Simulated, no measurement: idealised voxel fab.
The process module that follows is named voxel air gaps.
The width of the displayed cross-section, cut, is 300 nm; its cells are square, with a size of 5 nm.
Cross-section = grid of square cells, listed top down in bands; band = one or more rows.
Heights first: top, then bottom, in nm. Then materials, left to right, each with a width in nm. "all across" on a single material: fills the band edge to edge. "empty": empty space.
Height datum 0, below which the as-received substrate wafer is one material. Lowest band open at the bottom, running downward: "0 -> down".
A two-number width, for instance "30 to 40", indicates that the width is equal to the first number in the top row of the band and to the second number in the bottom row, and that it changes by a constant amount per row of cells.
"nothing different" -> step changed no cross-section cell.
Closed voids list: empty space of 8 cells or more with no open way to the top, each as width x height at its distance from the left edge, in nm
What comes after the settings on a step's line is commentary from the simulator itself on that step.
If you see "overlay nm" on a step's line and that step has a mask, it's telling you how far right of where it was planned the mask ended up; a negative number means it went left instead.

Intended process steps:
| 1 | RECEIVE (material Si) |
| 2 | CONFORMAL_DEP (material SiO2; thk nm 10) |
| 3 | CONFORMAL_DEP (material SiN; thk nm 5) |
| 4 | DIRECTIONAL_DEP (material SiO2; thk nm 40) |
| 5 | MASKED_ETCH (tone open; mask id LINES; width nm 20; pitch nm 45; etch materials SiO2; depth nm 40; overlay nm 0) |
| 6 | CONFORMAL_DEP (material TiN; thk nm 5) |
| 7 | FILL_DEP (material W; thk nm 10) |
| 8 | CMP (height nm 55) |
| 9 | EPI (material Ru; thk nm 10) |
| 10 | SELECTIVE_ETCH (etch materials SiO2; depth nm 50) |
| 11 | CONFORMAL_DEP (material SiN; thk nm 5) |

First of two wafers, with the run carried out as planned:

Cross-section of the incoming wafer, state after step 1:
* 0 -> down | Si all across
* Closed voids list: none

Cross-section of the wafer subsequent to step 2:
* 10 -> 0 | SiO2 all across
* Unchanged below 0.

Cross-section of the wafer subsequent to step 3:
* 15 -> 10 | SiN all across
* Unchanged below 10.

Cross-section of the wafer subsequent to step 4:
* 55 -> 15 | SiO2 all across
* Unchanged below 15.

Cross-section of the wafer subsequent to step 5:
* 55 -> 15 | SiO2=70 | empty=20 | SiO2=25 | empty=20 | SiO2=25 | empty=20 | SiO2=25 | empty=20 | SiO2=75
* Unchanged below 15.

Cross-section of the wafer subsequent to step 6:
* 60 -> 55 | TiN=75 | empty=10 | TiN=35 | empty=10 | TiN=35 | empty=10 | TiN=35 | empty=10 | TiN=80
* 55 -> 20 | SiO2=70 | TiN=5 | empty=10 | TiN=5 | SiO2=25 | TiN=5 | empty=10 | TiN=5 | SiO2=25 | TiN=5 | empty=10 | TiN=5 | SiO2=25 | TiN=5 | empty=10 | TiN=5 | SiO2=75
* 20 -> 15 | SiO2=70 | TiN=20 | SiO2=25 | TiN=20 | SiO2=25 | TiN=20 | SiO2=25 | TiN=20 | SiO2=75
* Unchanged below 15.

Cross-section of the wafer subsequent to step 7:
* 70 -> 60 | W all across
* 60 -> 55 | TiN=75 | W=10 | TiN=35 | W=10 | TiN=35 | W=10 | TiN=35 | W=10 | TiN=80
* 55 -> 20 | SiO2=70 | TiN=5 | W=10 | TiN=5 | SiO2=25 | TiN=5 | W=10 | TiN=5 | SiO2=25 | TiN=5 | W=10 | TiN=5 | SiO2=25 | TiN=5 | W=10 | TiN=5 | SiO2=75
* Unchanged below 20.

Cross-section of the wafer subsequent to step 8:
* 55 -> 20 | SiO2=70 | TiN=5 | W=10 | TiN=5 | SiO2=25 | TiN=5 | W=10 | TiN=5 | SiO2=25 | TiN=5 | W=10 | TiN=5 | SiO2=25 | TiN=5 | W=10 | TiN=5 | SiO2=75
* Unchanged below 20.

Cross-section of the wafer subsequent to step 9:
* 65 -> 55 | empty=60 | Ru=40 | empty=5 | Ru=40 | empty=5 | Ru=40 | empty=5 | Ru=40 | empty=65
* Unchanged below 55.

Cross-section of the wafer subsequent to step 10:
* 65 -> 55 | empty=60 | Ru=40 | empty=5 | Ru=40 | empty=5 | Ru=40 | empty=5 | Ru=40 | empty=65
* 55 -> 20 | empty=70 | TiN=5 | W=10 | TiN=5 | empty=25 | TiN=5 | W=10 | TiN=5 | empty=25 | TiN=5 | W=10 | TiN=5 | empty=25 | TiN=5 | W=10 | TiN=5 | empty=75
* 20 -> 15 | empty=70 | TiN=20 | empty=25 | TiN=20 | empty=25 | TiN=20 | empty=25 | TiN=20 | empty=75
* Unchanged below 15.

Cross-section of the wafer subsequent to step 11:
* 70 -> 65 | empty=55 | SiN=185 | empty=60
* 65 -> 55 | empty=55 | SiN=5 | Ru=40 | SiN=5 | Ru=40 | SiN=5 | Ru=40 | SiN=5 | Ru=40 | SiN=5 | empty=60
* 55 -> 50 | empty=55 | SiN=15 | TiN=5 | W=10 | TiN=5 | SiN=25 | TiN=5 | W=10 | TiN=5 | SiN=25 | TiN=5 | W=10 | TiN=5 | SiN=25 | TiN=5 | W=10 | TiN=5 | SiN=15 | empty=60
* 50 -> 20 | empty=65 | SiN=5 | TiN=5 | W=10 | TiN=5 | SiN=5 | empty=15 | SiN=5 | TiN=5 | W=10 | TiN=5 | SiN=5 | empty=15 | SiN=5 | TiN=5 | W=10 | TiN=5 | SiN=5 | empty=15 | SiN=5 | TiN=5 | W=10 | TiN=5 | SiN=5 | empty=70
* 20 -> 15 | SiN=70 | TiN=20 | SiN=25 | TiN=20 | SiN=25 | TiN=20 | SiN=25 | TiN=20 | SiN=75
* Unchanged below 15.
* Closed voids list: 15 x 30 at 95; 15 x 30 at 140; 15 x 30 at 185

It is to be noted that the second wafer proceeded from the same initial state and according to the same plan as the first, although one mistake was committed in its execution; through step 4, inclusive, the two wafers share an identical history:

What the second wafer looks like in cross-section when step 5 should have wrapped up:
* 55 -> 15 | SiO2=75 | empty=15 | SiO2=30 | empty=15 | SiO2=30 | empty=15 | SiO2=30 | empty=15 | SiO2=75
* Unchanged below 15.

What the second wafer looks like in cross-section when step 6 should have wrapped up:
* 60 -> 55 | TiN=80 | empty=5 | TiN=40 | empty=5 | TiN=40 | empty=5 | TiN=40 | empty=5 | TiN=80
* 55 -> 20 | SiO2=75 | TiN=5 | empty=5 | TiN=5 | SiO2=30 | TiN=5 | empty=5 | TiN=5 | SiO2=30 | TiN=5 | empty=5 | TiN=5 | SiO2=30 | TiN=5 | empty=5 | TiN=5 | SiO2=75
* 20 -> 15 | SiO2=75 | TiN=15 | SiO2=30 | TiN=15 | SiO2=30 | TiN=15 | SiO2=30 | TiN=15 | SiO2=75
* Unchanged below 15.

What the second wafer looks like in cross-section when step 7 should have wrapped up:
* 70 -> 60 | W all across
* 60 -> 55 | TiN=80 | W=5 | TiN=40 | W=5 | TiN=40 | W=5 | TiN=40 | W=5 | TiN=80
* 55 -> 20 | SiO2=75 | TiN=5 | W=5 | TiN=5 | SiO2=30 | TiN=5 | W=5 | TiN=5 | SiO2=30 | TiN=5 | W=5 | TiN=5 | SiO2=30 | TiN=5 | W=5 | TiN=5 | SiO2=75
* Unchanged below 20.

What the second wafer looks like in cross-section when step 8 should have wrapped up:
* 55 -> 20 | SiO2=75 | TiN=5 | W=5 | TiN=5 | SiO2=30 | TiN=5 | W=5 | TiN=5 | SiO2=30 | TiN=5 | W=5 | TiN=5 | SiO2=30 | TiN=5 | W=5 | TiN=5 | SiO2=75
* Unchanged below 20.

What the second wafer looks like in cross-section when step 9 should have wrapped up:
* 65 -> 55 | empty=65 | Ru=35 | empty=10 | Ru=35 | empty=10 | Ru=35 | empty=10 | Ru=35 | empty=65
* Unchanged below 55.

What the second wafer looks like in cross-section when step 10 should have wrapped up:
* 65 -> 55 | empty=65 | Ru=35 | empty=10 | Ru=35 | empty=10 | Ru=35 | empty=10 | Ru=35 | empty=65
* 55 -> 20 | empty=75 | TiN=5 | W=5 | TiN=5 | empty=30 | TiN=5 | W=5 | TiN=5 | empty=30 | TiN=5 | W=5 | TiN=5 | empty=30 | TiN=5 | W=5 | TiN=5 | empty=75
* 20 -> 15 | empty=75 | TiN=15 | empty=30 | TiN=15 | empty=30 | TiN=15 | empty=30 | TiN=15 | empty=75
* Unchanged below 15.

What the second wafer looks like in cross-section when step 11 should have wrapped up:
* 70 -> 65 | empty=60 | SiN=180 | empty=60
* 65 -> 55 | empty=60 | SiN=5 | Ru=35 | SiN=10 | Ru=35 | SiN=10 | Ru=35 | SiN=10 | Ru=35 | SiN=5 | empty=60
* 55 -> 50 | empty=60 | SiN=15 | TiN=5 | W=5 | TiN=5 | SiN=30 | TiN=5 | W=5 | TiN=5 | SiN=30 | TiN=5 | W=5 | TiN=5 | SiN=30 | TiN=5 | W=5 | TiN=5 | SiN=15 | empty=60
* 50 -> 20 | empty=70 | SiN=5 | TiN=5 | W=5 | TiN=5 | SiN=5 | empty=20 | SiN=5 | TiN=5 | W=5 | TiN=5 | SiN=5 | empty=20 | SiN=5 | TiN=5 | W=5 | TiN=5 | SiN=5 | empty=20 | SiN=5 | TiN=5 | W=5 | TiN=5 | SiN=5 | empty=70
* 20 -> 15 | SiN=75 | TiN=15 | SiN=30 | TiN=15 | SiN=30 | TiN=15 | SiN=30 | TiN=15 | SiN=75
* Unchanged below 15.
* Closed voids list: 20 x 30 at 95; 20 x 30 at 140; 20 x 30 at 185
Processing error: heads up, step 5 didn't go per plan, it actually ran as MASKED_ETCH (tone open; mask id LINES; width nm 15; pitch nm 45; etch materials SiO2; depth nm 40; overlay nm 0)
At the finish, the second wafer shows more or fewer cells for some materials than the first does: Ru: 8 fewer, SiN: 12 more, TiN: 4 fewer, W: 28 fewer
